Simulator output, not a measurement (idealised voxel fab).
This section sets out a process module, namely voxel tone inversion.
265 nm wide, 5 nm square cells: that's cross-section cut.
When this document writes out a cross-section, it uses a grid of square cells and lists it as bands, beginning at the top and moving down, with a band standing for one or more rows of cells. Read a band's entry like this: the first values are the height of its top and the height of its bottom in nm, and what follows is the sequence of materials from left to right, each with its width in nm. Note that "blank" is empty space, and that a single material marked "throughout" reaches across the band from edge to edge. Where do heights start? At 0: under that level the wafer as delivered is made of one material only. And the lowest band has no floor; it just carries on downward, as in "z 0 and below". Width "30->40": first value at the band's top row of cells, second value at its bottom row, equal change from row to row. A step reported as "nothing changed" is a step in which no cell of the cross-section changed. You'll see "Sealed cavities" listing empty spaces that have no way open to the top, as long as they're 8 cells or more; the notation is width x height at distance, where the distance is from the left edge, and all of it is in nm. Heads up: the bit after the settings on a step's line is the simulator's remark on that step. Regarding "overlay nm": on a step with a mask, it is the distance the mask lay to the right of its planned place; a negative value places it to the left.
### Below is the list of planned process steps
1: RECEIVE: material Si
2: CONFORMAL_DEP: material SiCN, thk nm 5
3: DIRECTIONAL_DEP: material aC, thk nm 20
4: PATTERN: tone cover, mask id POSTS, material resist, width nm 20, pitch nm 45, thk nm 25, overlay nm 0
5: DIRECTIONAL_ETCH: etch materials aC, depth nm 20
6: STRIP: etch materials resist
7: FILL_DEP: material lowk, thk nm 5
8: CMP: height nm 25
9: STRIP: etch materials aC
10: CONFORMAL_DEP: material TiN, thk nm 5
11: FILL_DEP: material Ru, thk nm 5
12: CMP: height nm 25
13: CONFORMAL_DEP: material SiCN, thk nm 5
### Wafer, first of two, run as planned
### Cross-section of the wafer at receipt, which is the condition after step 1
> z 0 and below = Si throughout
> Sealed cavities: none
### So this is the wafer cross-section right after step 2
> z 5 to 0 = SiCN throughout
> Below 0, the layers are the same as they were.
### So this is the wafer cross-section right after step 3
> z 25 to 5 = aC throughout
> Below 5, the layers are the same as they were.
### So this is the wafer cross-section right after step 4
> z 50 to 25 = 75 nm blank  20 nm resist  25 nm blank  20 nm resist  25 nm blank  20 nm resist  80 nm blank
> Below 25, the layers are the same as they were.
### So this is the wafer cross-section right after step 5
> z 30 to 25 = 75 nm blank  20 nm resist  25 nm blank  20 nm resist  25 nm blank  20 nm resist  80 nm blank
> z 25 to 5 = 75 nm blank  20 nm aC  25 nm blank  20 nm aC  25 nm blank  20 nm aC  80 nm blank
> Below 5, the layers are the same as they were.
### So this is the wafer cross-section right after step 6
> z 25 to 5 = 75 nm blank  20 nm aC  25 nm blank  20 nm aC  25 nm blank  20 nm aC  80 nm blank
> Below 5, the layers are the same as they were.
### So this is the wafer cross-section right after step 7
> z 30 to 25 = lowk throughout
> z 25 to 5 = 75 nm lowk  20 nm aC  25 nm lowk  20 nm aC  25 nm lowk  20 nm aC  80 nm lowk
> Below 5, the layers are the same as they were.
### So this is the wafer cross-section right after step 8
> z 25 to 5 = 75 nm lowk  20 nm aC  25 nm lowk  20 nm aC  25 nm lowk  20 nm aC  80 nm lowk
> Below 5, the layers are the same as they were.
### So this is the wafer cross-section right after step 9
> z 25 to 5 = 75 nm lowk  20 nm blank  25 nm lowk  20 nm blank  25 nm lowk  20 nm blank  80 nm lowk
> Below 5, the layers are the same as they were.
### So this is the wafer cross-section right after step 10
> z 30 to 25 = 80 nm TiN  10 nm blank  35 nm TiN  10 nm blank  35 nm TiN  10 nm blank  85 nm TiN
> z 25 to 10 = 75 nm lowk  5 nm TiN  10 nm blank  5 nm TiN  25 nm lowk  5 nm TiN  10 nm blank  5 nm TiN  25 nm lowk  5 nm TiN  10 nm blank  5 nm TiN  80 nm lowk
> z 10 to 5 = 75 nm lowk  20 nm TiN  25 nm lowk  20 nm TiN  25 nm lowk  20 nm TiN  80 nm lowk
> Below 5, the layers are the same as they were.
### So this is the wafer cross-section right after step 11
> z 35 to 30 = Ru throughout
> z 30 to 25 = 80 nm TiN  10 nm Ru  35 nm TiN  10 nm Ru  35 nm TiN  10 nm Ru  85 nm TiN
> z 25 to 10 = 75 nm lowk  5 nm TiN  10 nm Ru  5 nm TiN  25 nm lowk  5 nm TiN  10 nm Ru  5 nm TiN  25 nm lowk  5 nm TiN  10 nm Ru  5 nm TiN  80 nm lowk
> Below 10, the layers are the same as they were.
### So this is the wafer cross-section right after step 12
> z 25 to 10 = 75 nm lowk  5 nm TiN  10 nm Ru  5 nm TiN  25 nm lowk  5 nm TiN  10 nm Ru  5 nm TiN  25 nm lowk  5 nm TiN  10 nm Ru  5 nm TiN  80 nm lowk
> Below 10, the layers are the same as they were.
### So this is the wafer cross-section right after step 13
> z 30 to 25 = SiCN throughout
> Below 25, the layers are the same as they were.
### Second Wafer (Identical Start and Plan, One Processing Error; Matches First Wafer Through Step 3)
### Second wafer, section view, time point: scheduled end of step 4
> z 50 to 25 = 80 nm blank  20 nm resist  25 nm blank  20 nm resist  25 nm blank  20 nm resist  75 nm blank
> Below 25, the layers are the same as they were.
### Second wafer, section view, time point: scheduled end of step 5
> z 30 to 25 = 80 nm blank  20 nm resist  25 nm blank  20 nm resist  25 nm blank  20 nm resist  75 nm blank
> z 25 to 5 = 80 nm blank  20 nm aC  25 nm blank  20 nm aC  25 nm blank  20 nm aC  75 nm blank
> Below 5, the layers are the same as they were.
### Second wafer, section view, time point: scheduled end of step 6
> z 25 to 5 = 80 nm blank  20 nm aC  25 nm blank  20 nm aC  25 nm blank  20 nm aC  75 nm blank
> Below 5, the layers are the same as they were.
### Second wafer, section view, time point: scheduled end of step 7
> z 30 to 25 = lowk throughout
> z 25 to 5 = 80 nm lowk  20 nm aC  25 nm lowk  20 nm aC  25 nm lowk  20 nm aC  75 nm lowk
> Below 5, the layers are the same as they were.
### Second wafer, section view, time point: scheduled end of step 8
> z 25 to 5 = 80 nm lowk  20 nm aC  25 nm lowk  20 nm aC  25 nm lowk  20 nm aC  75 nm lowk
> Below 5, the layers are the same as they were.
### Second wafer, section view, time point: scheduled end of step 9
> z 25 to 5 = 80 nm lowk  20 nm blank  25 nm lowk  20 nm blank  25 nm lowk  20 nm blank  75 nm lowk
> Below 5, the layers are the same as they were.
### Second wafer, section view, time point: scheduled end of step 10
> z 30 to 25 = 85 nm TiN  10 nm blank  35 nm TiN  10 nm blank  35 nm TiN  10 nm blank  80 nm TiN
> z 25 to 10 = 80 nm lowk  5 nm TiN  10 nm blank  5 nm TiN  25 nm lowk  5 nm TiN  10 nm blank  5 nm TiN  25 nm lowk  5 nm TiN  10 nm blank  5 nm TiN  75 nm lowk
> z 10 to 5 = 80 nm lowk  20 nm TiN  25 nm lowk  20 nm TiN  25 nm lowk  20 nm TiN  75 nm lowk
> Below 5, the layers are the same as they were.
### Second wafer, section view, time point: scheduled end of step 11
> z 35 to 30 = Ru throughout
> z 30 to 25 = 85 nm TiN  10 nm Ru  35 nm TiN  10 nm Ru  35 nm TiN  10 nm Ru  80 nm TiN
> z 25 to 10 = 80 nm lowk  5 nm TiN  10 nm Ru  5 nm TiN  25 nm lowk  5 nm TiN  10 nm Ru  5 nm TiN  25 nm lowk  5 nm TiN  10 nm Ru  5 nm TiN  75 nm lowk
> Below 10, the layers are the same as they were.
### Second wafer, section view, time point: scheduled end of step 12
> z 25 to 10 = 80 nm lowk  5 nm TiN  10 nm Ru  5 nm TiN  25 nm lowk  5 nm TiN  10 nm Ru  5 nm TiN  25 nm lowk  5 nm TiN  10 nm Ru  5 nm TiN  75 nm lowk
> Below 10, the layers are the same as they were.
### Second wafer, section view, time point: scheduled end of step 13
> z 30 to 25 = SiCN throughout
> Below 25, the layers are the same as they were.
Nonconformance to the process plan: step 4 was run on a setting that differed from the plan, and what really ran there is PATTERN: tone cover, mask id POSTS, material resist, width nm 20, pitch nm 45, thk nm 25, overlay nm 5
At the end, each material covers as many cells on the second wafer as it does on the first, though the cells it covers are elsewhere.
